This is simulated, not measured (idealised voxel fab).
process module | voxel self aligned vias
cross-section cut | 190 nm wide | cells 5 nm
A cross-section is a grid of square cells, given in bands from the top down. A band is one or more rows of cells.
Each band's line starts with the height of the band's top and of its bottom, in nm. Then come its materials from left to right, each with its width in nm. One material with "throughout" fills the band from edge to edge. "air" is empty space.
Height 0 is the level under which the wafer as received is all one material. The lowest band goes on downwards, as in "0 down".
A width such as "30 to 40" changes by the same amount from each row of cells to the next, from the band's top row to its bottom row.
"no change" after a step means that no cell of the cross-section changed.
closed voids: empty space of 8 cells or more with no open way to the top, each as width x height at its distance from the left edge, in nm
after a step's settings: what the simulator itself notes on the step
overlay nm, on a step with a mask: how far to the right of its planned place the mask lay; to the left if negative
plan
1 op RECEIVE | material Si
2 op CONFORMAL_DEP | material SiO2 | thk nm 10
3 op CONFORMAL_DEP | material SiCN | thk nm 5
4 op DIRECTIONAL_DEP | material SiO2 | thk nm 25
5 op PATTERN | tone open | mask id LINES | material resist | width nm 25 | pitch nm 70 | thk nm 15 | overlay nm 0
6 op DIRECTIONAL_ETCH | etch materials SiO2 | depth nm 25
7 op STRIP | etch materials resist
8 op CONFORMAL_DEP | material TiN | thk nm 5
9 op FILL_DEP | material W | thk nm 10
10 op CMP | height nm 40
11 op SELECTIVE_ETCH | etch materials W Ru TiN | depth nm 5
12 op FILL_DEP | material SiN | thk nm 5
13 op CMP | height nm 40
14 op DIRECTIONAL_DEP | material SiO2 | thk nm 20
15 op MASKED_ETCH | tone open | mask id VIAS | width nm 45 | etch materials SiO2 | depth nm 20 | overlay nm 0
16 op MASKED_ETCH | tone open | mask id VIAS | width nm 45 | etch materials SiN | depth nm 5 | overlay nm 0
17 op CONFORMAL_DEP | material TiN | thk nm 5
18 op FILL_DEP | material Ru | thk nm 5
19 op CMP | height nm 60
20 op CONFORMAL_DEP | material SiCN | thk nm 5
as received, after step 1
  0 down: Si throughout
  closed voids: none
first wafer at the end, as planned
  65 to 60: SiCN throughout
  60 to 45: SiO2 35 | TiN 5 | Ru 35 | TiN 5 | SiO2 110
  45 to 40: SiO2 35 | TiN 15 | Ru 15 | TiN 15 | SiO2 110
  40 to 35: SiO2 45 | TiN 25 | SiO2 45 | SiN 25 | SiO2 50
  35 to 20: SiO2 45 | TiN 5 | W 15 | TiN 5 | SiO2 45 | TiN 5 | W 15 | TiN 5 | SiO2 50
  20 to 15: SiO2 45 | TiN 25 | SiO2 45 | TiN 25 | SiO2 50
  15 to 10: SiCN throughout
  10 to 0: SiO2 throughout
  0 down: Si throughout
  closed voids: none
second wafer at the end: like start, like plan, one mistake
  65 to 60: SiCN throughout
  60 to 55: SiO2 35 | TiN 15 | Ru 15 | TiN 15 | SiO2 110
  55 to 40: SiO2 35 | TiN 45 | SiO2 110
  40 to 35: SiO2 45 | TiN 25 | SiO2 45 | SiN 25 | SiO2 50
  35 to 20: SiO2 45 | TiN 5 | W 15 | TiN 5 | SiO2 45 | TiN 5 | W 15 | TiN 5 | SiO2 50
  20 to 15: SiO2 45 | TiN 25 | SiO2 45 | TiN 25 | SiO2 50
  15 to 10: SiCN throughout
  10 to 0: SiO2 throughout
  0 down: Si throughout
  closed voids: none
what went wrong: step 17 ran as: op CONFORMAL_DEP | material TiN | thk nm 15
at the end the second wafer has, in cells: 21 fewer of Ru | 21 more of TiN
